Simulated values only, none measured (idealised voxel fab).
Documented hereafter: the process module known as voxel self aligned vias.
This is section cut - it's 220 nm across, gridded in 5 nm square cells.
Cross-sections here: square-cell grids, written as top-down lists of bands, a band being one or more rows of cells. Heads up on the band format: heights come first, top then bottom, in nm. After that it's the materials left to right, each with its width in nm. A single material flagged "full width" fills the whole band edge to edge, and "empty" means there's empty space there. Convention: height 0 is the level below which the wafer, as received, is all one material. The lowest band does not terminate at the bottom but continues downward, represented as "from 0 down". The width entry "30..40" should be interpreted row by row: the top row of cells in the band takes the first number, the bottom row takes the second number, and the change between adjacent rows is uniform throughout. The cross-section has no changed cell in any step marked "same as before". What "Closed internal voids" gives you is every empty space of 8 cells or more that is cut off from the top. Each appears as width x height at distance, with the distance taken from the left edge and width, height and distance all in nm. If you see something after the settings on a step's line, that's the simulator's own remark about that step. When a step includes a mask, the "overlay nm" setting on its line states how far to the right of its planned place that mask lay, and negative values state how far to the left.
Here's what the planned process steps look like
1. RECEIVE,material Si
2. CONFORMAL_DEP,material SiO2,thk nm 10
3. CONFORMAL_DEP,material SiCN,thk nm 5
4. DIRECTIONAL_DEP,material SiO2,thk nm 25
5. MASKED_ETCH,tone open,mask id LINES,width nm 30,pitch nm 60,etch materials SiO2,depth nm 25,overlay nm -15
6. CONFORMAL_DEP,material TiN,thk nm 5
7. FILL_DEP,material W,thk nm 10
8. CMP,height nm 40
9. SELECTIVE_ETCH,etch materials W Ru TiN,depth nm 10
10. FILL_DEP,material SiN,thk nm 5
11. CMP,height nm 40
12. DIRECTIONAL_DEP,material SiO2,thk nm 20
13. DIRECTIONAL_DEP,material aC,thk nm 15
14. PATTERN,tone open,mask id VIAS,material resist,width nm 40,pitch nm 120,thk nm 30,overlay nm 0
15. DIRECTIONAL_ETCH,etch materials aC,depth nm 15
16. STRIP,etch materials resist
17. DIRECTIONAL_ETCH,etch materials SiO2,depth nm 20
18. DIRECTIONAL_ETCH,etch materials SiN,depth nm 10
19. STRIP,etch materials aC
20. CONFORMAL_DEP,material TiN,thk nm 5
21. FILL_DEP,material Cu,thk nm 5
22. CMP,height nm 60
23. CONFORMAL_DEP,material SiN,thk nm 5
Wafer-to-wafer difference: overlay nm, step 5. Common start. Plan = first wafer's value.
Here's the first of the wafers in cross-section, just as we got it, i.e. after step 1
* from 0 down: Si full width
* Closed internal voids: none
Per wafer (row), end of module: delta in cells per material since receipt, (+) for gained, (-) for lost; closed voids after that
overlay nm -15; +44 Cu; +44 SiCN; +64 SiN; +330 SiO2; +66 TiN; +24 W; Closed internal voids: none
overlay nm -10; +48 Cu; +44 SiCN; +60 SiN; +330 SiO2; +66 TiN; +24 W; Closed internal voids: none
overlay nm -5; +52 Cu; +44 SiCN; +56 SiN; +330 SiO2; +66 TiN; +24 W; Closed internal voids: none
overlay nm 0; +52 Cu; +44 SiCN; +56 SiN; +330 SiO2; +66 TiN; +24 W; Closed internal voids: none
overlay nm 5; +52 Cu; +44 SiCN; +56 SiN; +330 SiO2; +66 TiN; +24 W; Closed internal voids: none
overlay nm 10; +48 Cu; +44 SiCN; +60 SiN; +330 SiO2; +66 TiN; +24 W; Closed internal voids: none
overlay nm 15; +44 Cu; +44 SiCN; +64 SiN; +330 SiO2; +66 TiN; +24 W; Closed internal voids: none
